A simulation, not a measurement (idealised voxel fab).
Process module under the name voxel capacitor over wiring
This is section cut - it's 160 nm across, gridded in 5 nm square cells.
Throughout this document, each cross-section is represented as a grid of square cells and is presented as a sequence of bands enumerated from the top downward, where a band comprises one or more rows of cells. Each band's line starts with the height of the band's top and of its bottom, in nm. Then come its materials from left to right, each with its width in nm. One material with "full width" fills the band from edge to edge. "blank" is empty space. Counting heights begins at 0, where everything beneath is, in the wafer as received, one material. The lowest band has no bottom; it goes on downwards, as "0..down" shows. A width given as "30 to 40" starts at the first number in the band's top row and ends at the second number in its bottom row, shifting by an equal amount at every step from row to row. Any step labelled "stayed the same" changed none of the cells in the cross-section. What "Fully sealed voids" gives you is every empty space of 8 cells or more that is cut off from the top. Each appears as width x height at distance, with the distance taken from the left edge and width, height and distance all in nm. Whatever follows a step's settings on its line is a remark the simulator itself makes about that step. Regarding "overlay nm": on a step with a mask, it is the distance the mask lay to the right of its planned place; a negative value places it to the left.
### Steps planned for the process
1) RECEIVE,material Si
2) CONFORMAL_DEP,material SiO2,thk nm 15
3) DIRECTIONAL_DEP,material TiN,thk nm 5
4) DIRECTIONAL_DEP,material W,thk nm 25
5) DIRECTIONAL_DEP,material aC,thk nm 10
6) PATTERN,tone cover,mask id METAL_1,material resist,width nm 20,pitch nm 70,thk nm 25,overlay nm 0
7) DIRECTIONAL_ETCH,etch materials aC,depth nm 10
8) STRIP,etch materials resist
9) DIRECTIONAL_ETCH,etch materials W,depth nm 25
10) DIRECTIONAL_ETCH,etch materials TiN,depth nm 5
11) STRIP,etch materials aC
12) FILL_DEP,material SiO2,thk nm 5
13) CMP,height nm 45
14) CONFORMAL_DEP,material SiCN,thk nm 5
15) DIRECTIONAL_DEP,material lowk,thk nm 10
16) MASKED_ETCH,tone open,mask id PLUG_1,width nm 15,etch materials lowk,depth nm 10,overlay nm 0
17) MASKED_ETCH,tone open,mask id PLUG_1,width nm 15,etch materials SiCN,depth nm 5,overlay nm 0
18) EPI,material Ru,thk nm 10
19) EPI,material Ru,thk nm 5
20) DIRECTIONAL_DEP,material TiN,thk nm 10
21) DIRECTIONAL_DEP,material SiN,thk nm 5
22) DIRECTIONAL_DEP,material TiN,thk nm 10
23) DIRECTIONAL_DEP,material aC,thk nm 10
24) PATTERN,tone cover,mask id UPPER_PLATE,material resist,width nm 55,thk nm 30,overlay nm 0
25) DIRECTIONAL_ETCH,etch materials aC,depth nm 10
26) STRIP,etch materials resist
27) DIRECTIONAL_ETCH,etch materials TiN,depth nm 10
28) DIRECTIONAL_ETCH,etch materials SiN,depth nm 5
29) STRIP,etch materials aC
30) PATTERN,tone cover,mask id LOWER_PLATE,material resist,width nm 65,thk nm 20,overlay nm 0
31) DIRECTIONAL_ETCH,etch materials TiN,depth nm 10
32) STRIP,etch materials resist
33) FILL_DEP,material SiO2,thk nm 15
34) CMP,height nm 95
35) PATTERN,tone open,mask id PLUG_2,material resist,width nm 15,thk nm 15,overlay nm 0
36) DIRECTIONAL_ETCH,etch materials SiO2,depth nm 10
37) STRIP,etch materials resist
38) CONFORMAL_DEP,material TiN,thk nm 5
39) FILL_DEP,material W,thk nm 10
40) CMP,height nm 95
41) CONFORMAL_DEP,material SiCN,thk nm 5
### Incoming wafer in cross-section (state: after step 1)
- 0..down: Si full width
- Fully sealed voids: none
### Cross-section: first of two wafers, module finished, run according to plan
- 100..95: SiCN full width
- 95..90: SiO2 50 nm, TiN 5 nm, W 5 nm, TiN 5 nm, SiO2 95 nm
- 90..85: SiO2 50 nm, TiN 15 nm, SiO2 95 nm
- 85..75: SiO2 40 nm, TiN 55 nm, SiO2 65 nm
- 75..70: SiO2 40 nm, SiN 55 nm, SiO2 65 nm
- 70..60: SiO2 35 nm, TiN 65 nm, SiO2 60 nm
- 60..50: lowk 40 nm, Ru 15 nm, lowk 105 nm
- 50..45: SiCN 40 nm, Ru 15 nm, SiCN 105 nm
- 45..20: SiO2 35 nm, W 20 nm, SiO2 50 nm, W 20 nm, SiO2 35 nm
- 20..15: SiO2 35 nm, TiN 20 nm, SiO2 50 nm, TiN 20 nm, SiO2 35 nm
- 15..0: SiO2 full width
- 0..down: Si full width
- Fully sealed voids: none
### Wafer two cross-section, module end. Start and plan unchanged from wafer one; one mistake made during the run
- 100..95: SiCN full width
- 95..90: W 45 nm, TiN 5 nm, SiO2 15 nm, TiN 5 nm, W 90 nm
- 90..85: TiN 50 nm, SiO2 15 nm, TiN 95 nm
- 85..75: SiO2 40 nm, TiN 55 nm, SiO2 65 nm
- 75..70: SiO2 40 nm, SiN 55 nm, SiO2 65 nm
- 70..60: SiO2 35 nm, TiN 65 nm, SiO2 60 nm
- 60..50: lowk 40 nm, Ru 15 nm, lowk 105 nm
- 50..45: SiCN 40 nm, Ru 15 nm, SiCN 105 nm
- 45..20: SiO2 35 nm, W 20 nm, SiO2 50 nm, W 20 nm, SiO2 35 nm
- 20..15: SiO2 35 nm, TiN 20 nm, SiO2 50 nm, TiN 20 nm, SiO2 35 nm
- 15..0: SiO2 full width
- 0..down: Si full width
- Fully sealed voids: none
What went wrong in running the wafer? rather than as planned, step 35 actually ran as PATTERN,tone cover,mask id PLUG_2,material resist,width nm 15,thk nm 15,overlay nm 0
Final cells, second wafer relative to first, materials higher or lower: 52 fewer of SiO2; 26 more of TiN; 26 more of W
